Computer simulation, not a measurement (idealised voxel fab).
This is a process module. Its name is voxel gate over fins.
Xsec cut, 220 nm wide, square cell size 5 nm.
The cross-sections in this document take the form of a grid made of square cells. They are written out as bands, in order from top to bottom. Each band consists of one or more rows of cells.
Band: top height; bottom height; in nm. Then, left to right: material with width in nm, for each material. "everywhere": a single material spanning edge to edge. "empty": empty space.
Where do heights start? At 0: under that level the wafer as delivered is made of one material only. And the lowest band has no floor; it just carries on downward, as in "0 -> down".
Top row gets the first number, bottom row gets the second, and each row in between changes by the same step: that is how a band width like "30 to 40" works.
It should be understood that the words "nothing got changed", when stated for a given step, signify that the cross-section underwent no change in any of its cells during that step.
"Sealed internal voids": sealed empty spaces, 8 cells or more, no open way to top, listed width x height at distance, with distance from the left edge and width, height and distance in nm.
Read whatever lies past the settings on a step's line as the simulator's own remark about the step.
The line of a step may include "overlay nm". On a step with a mask, this value is how far to the right of its planned place the mask lay. A negative value means the mask lay to the left.
## Intended process steps
1,RECEIVE with material Si
2,CONFORMAL_DEP with material SiN, thk nm 5
3,DIRECTIONAL_DEP with material aC, thk nm 15
4,PATTERN with tone cover, mask id FINS, material resist, width nm 15, pitch nm 45, thk nm 30, overlay nm 0
5,DIRECTIONAL_ETCH with etch materials aC, depth nm 15
6,STRIP with etch materials resist
7,DIRECTIONAL_ETCH with etch materials SiN, depth nm 5
8,DIRECTIONAL_ETCH with etch materials Si, depth nm 40
9,STRIP with etch materials aC
10,OXIDIZE with depth nm 5
11,FILL_DEP with material SiO2, thk nm 10
12,CMP with height nm 5
13,SELECTIVE_ETCH with etch materials SiO2, depth nm 20
14,STRIP with etch materials SiN
15,CONFORMAL_DEP with material HfO2, thk nm 5
16,CONFORMAL_DEP with material TiN, thk nm 5
17,FILL_DEP with material W, thk nm 15
18,CMP with height nm 20
19,CONFORMAL_DEP with material SiCN, thk nm 5
## As-received state of the wafer in cross-section, equivalent to post-step 1
    0 -> down: Si everywhere
    Sealed internal voids: none
## End-of-module cross-section. Starting structure and process plan as above; one mistake made in running it
    25 -> 20: SiCN everywhere
    20 -> 10: W everywhere
    10 -> 5: W=50, HfO2=25, W=20, HfO2=25, W=20, HfO2=25, W=55
    5 -> 0: W=50, HfO2=5, TiN=15, HfO2=5, W=20, HfO2=5, TiN=15, HfO2=5, W=20, HfO2=5, TiN=15, HfO2=5, W=55
    0 -> -5: W=50, HfO2=5, TiN=5, Si=5, TiN=5, HfO2=5, W=20, HfO2=5, TiN=5, Si=5, TiN=5, HfO2=5, W=20, HfO2=5, TiN=5, Si=5, TiN=5, HfO2=5, W=55
    -5 -> -10: HfO2=55, TiN=5, Si=5, TiN=5, HfO2=30, TiN=5, Si=5, TiN=5, HfO2=30, TiN=5, Si=5, TiN=5, HfO2=60
    -10 -> -15: TiN=60, Si=5, TiN=40, Si=5, TiN=40, Si=5, TiN=65
    -15 -> -45: SiO2=60, Si=5, SiO2=40, Si=5, SiO2=40, Si=5, SiO2=65
    -45 -> down: Si everywhere
    Sealed internal voids: none
What was the processing mistake? plan vs actual: 15 and 16 interchanged
